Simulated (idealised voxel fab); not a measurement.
Process module heading - voxel tone inversion
We display cut, a cross-section 260 nm in width whose square cells are each 5 nm.
Cross-sections here: square-cell grids, written as top-down lists of bands, a band being one or more rows of cells.
Read a band's entry like this: the first values are the height of its top and the height of its bottom in nm, and what follows is the sequence of materials from left to right, each with its width in nm. Note that "empty" is empty space, and that a single material marked "edge to edge" reaches across the band from edge to edge.
Note: height 0 marks the level under which the wafer is uniformly one material as received. Lowest band unbounded below, written "0 down".
The width entry "30 to 40" should be interpreted row by row: the top row of cells in the band takes the first number, the bottom row takes the second number, and the change between adjacent rows is uniform throughout.
Where a step carries "no modifications", the cross-section came out of it unchanged, cell for cell.
Any empty space of 8 cells or more lacking an open way to the top shows up in "Encapsulated voids" as width x height at distance, distance from the left edge, in nm.
Note: text after step settings on the step line = simulator remark on that step.
Among the settings permitted on a step's line is "overlay nm"; applied to a step with a mask, it specifies the extent to which the mask lay to the right of its planned position, whereas a negative figure signifies a position to the left.
-- The following list gives the planned process steps
| 1 | RECEIVE | material Si |
| 2 | CONFORMAL_DEP | material SiCN | thk nm 10 |
| 3 | DIRECTIONAL_DEP | material polySi | thk nm 25 |
| 4 | PATTERN | tone cover | mask id POSTS | material resist | width nm 20 | pitch nm 45 | thk nm 30 | overlay nm 0 |
| 5 | DIRECTIONAL_ETCH | etch materials polySi | depth nm 25 |
| 6 | STRIP | etch materials resist |
| 7 | FILL_DEP | material lowk | thk nm 10 |
| 8 | CMP | height nm 35 |
| 9 | STRIP | etch materials polySi |
-- First of two wafers - as planned
-- The cross-section here shows the wafer as received, i.e. in its state after step 1
- 0 down: Si edge to edge
- Encapsulated voids: none
-- How the wafer stands in section after step 2
- 10 to 0: SiCN edge to edge
- Below 0 it's all the same as before, nothing changed down there.
-- How the wafer stands in section after step 3
- 35 to 10: polySi edge to edge
- Below 10 it's all the same as before, nothing changed down there.
-- How the wafer stands in section after step 4
- 65 to 35: empty (50) | resist (20) | empty (25) | resist (20) | empty (25) | resist (20) | empty (25) | resist (20) | empty (55)
- Below 35 it's all the same as before, nothing changed down there.
-- How the wafer stands in section after step 5
- 65 to 35: empty (50) | resist (20) | empty (25) | resist (20) | empty (25) | resist (20) | empty (25) | resist (20) | empty (55)
- 35 to 10: empty (50) | polySi (20) | empty (25) | polySi (20) | empty (25) | polySi (20) | empty (25) | polySi (20) | empty (55)
- Below 10 it's all the same as before, nothing changed down there.
-- How the wafer stands in section after step 6
- 35 to 10: empty (50) | polySi (20) | empty (25) | polySi (20) | empty (25) | polySi (20) | empty (25) | polySi (20) | empty (55)
- Below 10 it's all the same as before, nothing changed down there.
-- How the wafer stands in section after step 7
- 45 to 35: lowk edge to edge
- 35 to 10: lowk (50) | polySi (20) | lowk (25) | polySi (20) | lowk (25) | polySi (20) | lowk (25) | polySi (20) | lowk (55)
- Below 10 it's all the same as before, nothing changed down there.
-- How the wafer stands in section after step 8
- 35 to 10: lowk (50) | polySi (20) | lowk (25) | polySi (20) | lowk (25) | polySi (20) | lowk (25) | polySi (20) | lowk (55)
- Below 10 it's all the same as before, nothing changed down there.
-- How the wafer stands in section after step 9
- 35 to 10: lowk (50) | empty (20) | lowk (25) | empty (20) | lowk (25) | empty (20) | lowk (25) | empty (20) | lowk (55)
- Below 10 it's all the same as before, nothing changed down there.
-- Here the second wafer is described. Its start and its plan were those of the first wafer. Its run contained one mistake. Up to and including step 8, it did exactly what the first wafer did
-- Planned end of step 9: second wafer, cross-section
- 35 to 10: lowk (50) | empty (20) | lowk (25) | empty (20) | lowk (25) | empty (20) | lowk (25) | empty (20) | lowk (55)
- Below 10 it's all the same as before, nothing changed down there.
Plan not followed: execution of plan step 9 occurred twice
Given identical final cross-sections on the two wafers, the mistake has no effect on any quantity computed by this model.
